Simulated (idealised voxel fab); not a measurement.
Title: Process Module voxel fin reveal
In the cross-section labelled cut, the width is 275 nm and each square cell is 5 nm.
This document writes a cross-section as a grid whose cells are square, and gives it as bands, listed from the top down; one or more rows of cells form a band.
Basically the band line says how high the top is and how high the bottom is, in nm, and then what's in it from left to right, every material with its width in nm. Empty space shows up as "air", and if a single material carries "everywhere" it runs the full band edge to edge.
Height is counted from the level 0, under which the received wafer is composed throughout of one material. The lowest of the bands is not closed at the bottom but continues downward, in the notation "from 0 down".
So if you see something like "30 to 40" for the width, read it as the top row of the band sitting at the first number and the bottom row at the second, with every row in between moving by the same amount as the last.
"remained the same" (step): cross-section cells unchanged, all of them.
Empty spaces counting at least 8 cells and having no open way to the top are listed in "Enclosed void list". The notation width x height at distance is used for each, the distance being from the left edge and all three values in nm.
Note: text after step settings on the step line = simulator remark on that step.
Each step line may optionally specify "overlay nm", which for a step with a mask gives the rightward distance between the mask's planned place and where it lay, a negative value indicating the leftward direction.

So here's the lineup of process steps we planned
step 1: RECEIVE (material Si)
step 2: CONFORMAL_DEP (material SiN; thk nm 5)
step 3: PATTERN (tone cover; mask id FINS; material resist; width nm 15; pitch nm 35; thk nm 20; overlay nm 0)
step 4: DIRECTIONAL_ETCH (etch materials SiN; depth nm 5)
step 5: DIRECTIONAL_ETCH (etch materials Si; depth nm 30)
step 6: STRIP (etch materials resist)
step 7: FILL_DEP (material SiO2; thk nm 5)
step 8: CMP (height nm 5)
step 9: SELECTIVE_ETCH (etch materials SiO2; depth nm 5)
step 10: STRIP (etch materials SiN)
Split variable: depth nm, step 9. Plan value = first wafer. Wafers start alike.

Incoming state of the first of several wafers in cross-section: after step 1
- from 0 down = Si everywhere
- Enclosed void list: none

Cross-section, first of several wafers, end of module, after last step 10
- from 0 to -30 = 95 nm SiO2; 15 nm Si; 20 nm SiO2; 15 nm Si; 20 nm SiO2; 15 nm Si; 95 nm SiO2
- from -30 down = Si everywhere
- Enclosed void list: none

Final wafer of several, shown in cross-section at the end of the module
- from 0 to -25 = 95 nm air; 15 nm Si; 20 nm air; 15 nm Si; 20 nm air; 15 nm Si; 95 nm air
- from -25 to -30 = 95 nm SiO2; 15 nm Si; 20 nm SiO2; 15 nm Si; 20 nm SiO2; 15 nm Si; 95 nm SiO2
- from -30 down = Si everywhere
- Enclosed void list: none

Rows = wafers. At module end, each row lists per material the cells gained (+) or lost (-) since the wafer was received, then the closed voids
depth nm 5 | -276 Si | +276 SiO2 | Enclosed void list: none
depth nm 10 | -276 Si | +230 SiO2 | Enclosed void list: none
depth nm 15 | -276 Si | +184 SiO2 | Enclosed void list: none
depth nm 20 | -276 Si | +138 SiO2 | Enclosed void list: none
depth nm 25 | -276 Si | +92 SiO2 | Enclosed void list: none
depth nm 30 | -276 Si | +46 SiO2 | Enclosed void list: none
